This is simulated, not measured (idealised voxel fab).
Process module under the name voxel self aligned vias
Cross-section cut: width 155 nm, square cells of 5 nm.
Notation: cross-section as square-cell grid; stated in bands, top first, going down; one or more cell rows per band.
Per band: top height and bottom height in nm, followed by the left-to-right materials and their widths in nm; "full width" marks a single material spanning edge to edge, "empty" marks empty space.
Heights are reckoned from 0. Under this level, the received wafer is all of one material. The bottommost band is open-ended downward, for example "0 nm and below".
Per-row width for "30->40": begins at first number (top row of band), ends at second number (bottom row), increment between rows held constant.
No cell of the cross-section changed in a step that is given as "no modifications".
Each empty space that has no open way to the top and spans at least 8 cells appears under "Sealed void list" as width x height at distance, the distance counted from the left edge, all in nm.
Post-settings text on a step line: simulator's own remark regarding the step.
A step line may carry the setting "overlay nm", which, for steps involving a mask, states the distance by which the mask lay to the right of its intended position; negative values denote displacement to the left.

# List of planned process steps
1 RECEIVE | material Si
2 CONFORMAL_DEP | material SiO2 | thk nm 10
3 CONFORMAL_DEP | material SiCN | thk nm 5
4 DIRECTIONAL_DEP | material SiO2 | thk nm 20
5 DIRECTIONAL_DEP | material aC | thk nm 15
6 PATTERN | tone open | mask id LINES | material resist | width nm 25 | pitch nm 60 | thk nm 35 | overlay nm 0
7 DIRECTIONAL_ETCH | etch materials aC | depth nm 15
8 STRIP | etch materials resist
9 DIRECTIONAL_ETCH | etch materials SiO2 | depth nm 20
10 STRIP | etch materials aC
11 CONFORMAL_DEP | material TiN | thk nm 5
12 FILL_DEP | material W | thk nm 10
13 CMP | height nm 35
14 SELECTIVE_ETCH | etch materials W Ru TiN | depth nm 10
15 FILL_DEP | material SiN | thk nm 10
16 CMP | height nm 35
17 DIRECTIONAL_DEP | material SiO2 | thk nm 15
18 PATTERN | tone open | mask id VIAS | material resist | width nm 35 | pitch nm 60 | thk nm 15 | overlay nm 0
19 DIRECTIONAL_ETCH | etch materials SiO2 | depth nm 15
20 DIRECTIONAL_ETCH | etch materials SiN | depth nm 10
21 STRIP | etch materials resist
22 CONFORMAL_DEP | material TiN | thk nm 5
23 FILL_DEP | material W | thk nm 5
24 CMP | height nm 50
25 CONFORMAL_DEP | material SiCN | thk nm 5

# Cross-sectional view of the wafer in its as-received condition, corresponding to the state after step 1
0 nm and below | Si full width
Sealed void list: none

# a wafer at the end: this start, this plan, one mistake
55 nm to 50 nm | SiCN full width
50 nm to 40 nm | 35 SiO2 | 5 TiN | 25 W | 5 TiN | 25 SiO2 | 5 TiN | 25 W | 5 TiN | 25 SiO2
40 nm to 30 nm | 35 SiO2 | 5 TiN | 15 W | 15->5 TiN | 25->35 SiO2 | 5 TiN | 15 W | 15->5 TiN | 25->35 SiO2
30 nm to 25 nm | 35 SiO2 | 25 TiN | 35 SiO2 | 25 TiN | 35 SiO2
25 nm to 20 nm | 35 SiO2 | 5 TiN | 15 W | 5 TiN | 35 SiO2 | 5 TiN | 15 W | 5 TiN | 35 SiO2
20 nm to 15 nm | 35 SiO2 | 25 TiN | 35 SiO2 | 25 TiN | 35 SiO2
15 nm to 10 nm | SiCN full width
10 nm to 0 nm | SiO2 full width
0 nm and below | Si full width
Sealed void list: none
What went wrong in running the wafer? step 18 did not happen as planned, as run it was PATTERN | tone open | mask id VIAS | material resist | width nm 35 | pitch nm 60 | thk nm 15 | overlay nm 5
